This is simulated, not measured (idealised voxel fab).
Herein follows the process module entitled voxel lift off.
cross-section cut | 140 nm wide | cells 5 nm
Cross-section = grid of square cells, listed top down in bands; band = one or more rows. A band entry consists of two parts. The first gives the height of the band's top and the height of its bottom, in nm. The rest lists the band's materials from left to right, each with its width in nm. A single material labelled with the word "full width" fills the band from edge to edge, and the word "empty" marks empty space. Height datum 0, below which the as-received substrate wafer is one material. Lowest band open at the bottom, running downward: "from 0 down". Width spec "30->40" -> top row of cells at first value, bottom row at second value, equal per-row change in between. You'll sometimes find "all unchanged" written for a step, and that's the way of saying that nowhere in the cross-section did a cell change during that step. What "Closed empty spaces" gives you is every empty space of 8 cells or more that is cut off from the top. Each appears as width x height at distance, with the distance taken from the left edge and width, height and distance all in nm. What comes after the settings on a step's line is commentary from the simulator itself on that step. overlay nm: for a step with a mask, the amount by which the mask lay right of where it was planned; a negative amount means left of it.
Process steps - plan
1) RECEIVE (material Si)
2) CONFORMAL_DEP (material Al2O3; thk nm 15)
3) PATTERN (tone open; mask id LINES; material resist; width nm 25; pitch nm 40; thk nm 20; overlay nm 0)
4) DIRECTIONAL_DEP (material Ru; thk nm 10)
5) STRIP (etch materials resist)
6) CONFORMAL_DEP (material SiO2; thk nm 10)
Cross-section of the wafer as it came to us, i.e., already through step 1
from 0 down | Si full width
Closed empty spaces: none
Post-module cross-section: identical start and plan to those above, one misstep in execution
from 25 to 15 | empty (25) / SiO2 (85) / empty (30)
from 15 to 5 | SiO2 (35) / Ru (25) / SiO2 (15) / Ru (25) / SiO2 (40)
from 5 to 0 | Al2O3 full width
from 0 down | Si full width
Closed empty spaces: none
Plan not followed: planned and actual differ for step 2; actual: CONFORMAL_DEP (material Al2O3; thk nm 5)
